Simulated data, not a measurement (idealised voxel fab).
voxel ribs on slabs: a process module
Section cut is 190 nm wide and gridded with 5 nm square cells.
We lay out every cross-section as a grid of square cells and spell it out in bands from the top down, where one band means one or more rows of cells.
Band entry format. Leading values: height of top, height of bottom, nm. Remainder: materials in left-to-right order, each with its width in nm. Special words: "full width" on a single material, which then fills the band edge to edge; "empty", empty space.
Heights are reckoned from 0. Under this level, the received wafer is all of one material. The bottommost band is open-ended downward, for example "0 -> down".
You'd read "30..40" like this: the band's top row of cells is as wide as the first number, its bottom row is as wide as the second, and going down, every row changes width by the same amount as the row before did.
Basically "no change occurred" means that step didn't change any cell in the cross-section.
Basically, "Sealed void listing" tells you about the enclosed voids: empty spaces with no open way to the top, 8 cells or bigger, each written width x height at distance, where distance is from the left edge, all in nm.
after a step's settings: what the simulator itself notes on the step
Steps that use a mask can have "overlay nm" on their line. It says how far the mask sat to the right of where it was meant to be. Negative means to the left.

### This section lists the process steps that were planned
1: RECEIVE [material Si]
2: DIRECTIONAL_DEP [material SiO2] [thk nm 25]
3: DIRECTIONAL_DEP [material polySi] [thk nm 15]
4: DIRECTIONAL_DEP [material aC] [thk nm 15]
5: PATTERN [tone cover] [mask id RIB] [material resist] [width nm 30] [thk nm 30] [overlay nm 0]
6: DIRECTIONAL_ETCH [etch materials aC] [depth nm 15]
7: STRIP [etch materials resist]
8: DIRECTIONAL_ETCH [etch materials polySi] [depth nm 10]
9: STRIP [etch materials aC]
10: DIRECTIONAL_DEP [material aC] [thk nm 10]
11: PATTERN [tone cover] [mask id SLAB] [material resist] [width nm 60] [thk nm 25] [overlay nm 0]
12: DIRECTIONAL_ETCH [etch materials aC] [depth nm 10]
13: STRIP [etch materials resist]
14: DIRECTIONAL_ETCH [etch materials polySi] [depth nm 5]
15: STRIP [etch materials aC]
16: FILL_DEP [material SiO2] [thk nm 15]
17: CMP [height nm 50]
18: DIRECTIONAL_DEP [material TiN] [thk nm 5]
19: DIRECTIONAL_DEP [material aC] [thk nm 10]
20: PATTERN [tone cover] [mask id HEATER] [material resist] [width nm 40] [thk nm 30] [overlay nm 0]
21: DIRECTIONAL_ETCH [etch materials aC] [depth nm 10]
22: STRIP [etch materials resist]
23: DIRECTIONAL_ETCH [etch materials TiN] [depth nm 5]
24: STRIP [etch materials aC]
25: CONFORMAL_DEP [material SiO2] [thk nm 5]

### First of two wafers - as planned

### So this is the incoming wafer in cross-section - it's already been through step 1
0 -> down: Si full width
Sealed void listing: none

### Take a look at the wafer's cross-section after step 2
25 -> 0: SiO2 full width
Everything under 0 stays put, no change at all.

### Take a look at the wafer's cross-section after step 3
40 -> 25: polySi full width
Everything under 25 stays put, no change at all.

### Take a look at the wafer's cross-section after step 4
55 -> 40: aC full width
Everything under 40 stays put, no change at all.

### Take a look at the wafer's cross-section after step 5
85 -> 55: empty: 80, resist: 30, empty: 80
Everything under 55 stays put, no change at all.

### Take a look at the wafer's cross-section after step 6
70 -> 55: empty: 80, resist: 30, empty: 80
55 -> 40: empty: 80, aC: 30, empty: 80
Everything under 40 stays put, no change at all.

### Take a look at the wafer's cross-section after step 7
55 -> 40: empty: 80, aC: 30, empty: 80
Everything under 40 stays put, no change at all.

### Take a look at the wafer's cross-section after step 8
55 -> 40: empty: 80, aC: 30, empty: 80
40 -> 30: empty: 80, polySi: 30, empty: 80
Everything under 30 stays put, no change at all.

### Take a look at the wafer's cross-section after step 9
40 -> 30: empty: 80, polySi: 30, empty: 80
Everything under 30 stays put, no change at all.

### Take a look at the wafer's cross-section after step 10
50 -> 40: empty: 80, aC: 30, empty: 80
40 -> 30: aC: 80, polySi: 30, aC: 80
Everything under 30 stays put, no change at all.

### Take a look at the wafer's cross-section after step 11
75 -> 50: empty: 65, resist: 60, empty: 65
50 -> 40: empty: 65, resist: 15, aC: 30, resist: 15, empty: 65
Everything under 40 stays put, no change at all.

### Take a look at the wafer's cross-section after step 12
65 -> 50: empty: 65, resist: 60, empty: 65
50 -> 40: empty: 65, resist: 15, aC: 30, resist: 15, empty: 65
40 -> 30: empty: 65, aC: 15, polySi: 30, aC: 15, empty: 65
Everything under 30 stays put, no change at all.

### Take a look at the wafer's cross-section after step 13
50 -> 40: empty: 80, aC: 30, empty: 80
Everything under 40 stays put, no change at all.

### Take a look at the wafer's cross-section after step 14
50 -> 40: empty: 80, aC: 30, empty: 80
40 -> 30: empty: 65, aC: 15, polySi: 30, aC: 15, empty: 65
30 -> 25: empty: 65, polySi: 60, empty: 65
Everything under 25 stays put, no change at all.

### Take a look at the wafer's cross-section after step 15
40 -> 30: empty: 80, polySi: 30, empty: 80
Everything under 30 stays put, no change at all.

### Take a look at the wafer's cross-section after step 16
55 -> 40: SiO2 full width
40 -> 30: SiO2: 80, polySi: 30, SiO2: 80
30 -> 25: SiO2: 65, polySi: 60, SiO2: 65
Everything under 25 stays put, no change at all.

### Take a look at the wafer's cross-section after step 17
50 -> 40: SiO2 full width
Everything under 40 stays put, no change at all.

### Take a look at the wafer's cross-section after step 18
55 -> 50: TiN full width
Everything under 50 stays put, no change at all.

### Take a look at the wafer's cross-section after step 19
65 -> 55: aC full width
Everything under 55 stays put, no change at all.

### Take a look at the wafer's cross-section after step 20
95 -> 65: empty: 75, resist: 40, empty: 75
Everything under 65 stays put, no change at all.

### Take a look at the wafer's cross-section after step 21
85 -> 65: empty: 75, resist: 40, empty: 75
65 -> 55: empty: 75, aC: 40, empty: 75
Everything under 55 stays put, no change at all.

### Take a look at the wafer's cross-section after step 22
65 -> 55: empty: 75, aC: 40, empty: 75
Everything under 55 stays put, no change at all.

### Take a look at the wafer's cross-section after step 23
65 -> 55: empty: 75, aC: 40, empty: 75
55 -> 50: empty: 75, TiN: 40, empty: 75
Everything under 50 stays put, no change at all.

### Take a look at the wafer's cross-section after step 24
55 -> 50: empty: 75, TiN: 40, empty: 75
Everything under 50 stays put, no change at all.

### Take a look at the wafer's cross-section after step 25
60 -> 55: empty: 70, SiO2: 50, empty: 70
55 -> 50: SiO2: 75, TiN: 40, SiO2: 75
Everything under 50 stays put, no change at all.

### For the second wafer, take the first wafer's start and plan, then add one mistake made in running it; everything through step 19, that step included, is shared with the first

### Cross-section of the second wafer corresponding to the planned conclusion of step 20
95 -> 65: empty: 65, resist: 40, empty: 85
Everything under 65 stays put, no change at all.

### Cross-section of the second wafer corresponding to the planned conclusion of step 21
85 -> 65: empty: 65, resist: 40, empty: 85
65 -> 55: empty: 65, aC: 40, empty: 85
Everything under 55 stays put, no change at all.

### Cross-section of the second wafer corresponding to the planned conclusion of step 22
65 -> 55: empty: 65, aC: 40, empty: 85
Everything under 55 stays put, no change at all.

### Cross-section of the second wafer corresponding to the planned conclusion of step 23
65 -> 55: empty: 65, aC: 40, empty: 85
55 -> 50: empty: 65, TiN: 40, empty: 85
Everything under 50 stays put, no change at all.

### Cross-section of the second wafer corresponding to the planned conclusion of step 24
55 -> 50: empty: 65, TiN: 40, empty: 85
Everything under 50 stays put, no change at all.

### Cross-section of the second wafer corresponding to the planned conclusion of step 25
60 -> 55: empty: 60, SiO2: 50, empty: 80
55 -> 50: SiO2: 65, TiN: 40, SiO2: 85
Everything under 50 stays put, no change at all.
What broke from the plan during processing? step 20 ran with different settings than intended, the actual operation and settings being PATTERN [tone cover] [mask id HEATER] [material resist] [width nm 40] [thk nm 30] [overlay nm -10]
In the final comparison it is observed that the number of cells assigned to each material is identical for the two wafers, whereas their placement is not.
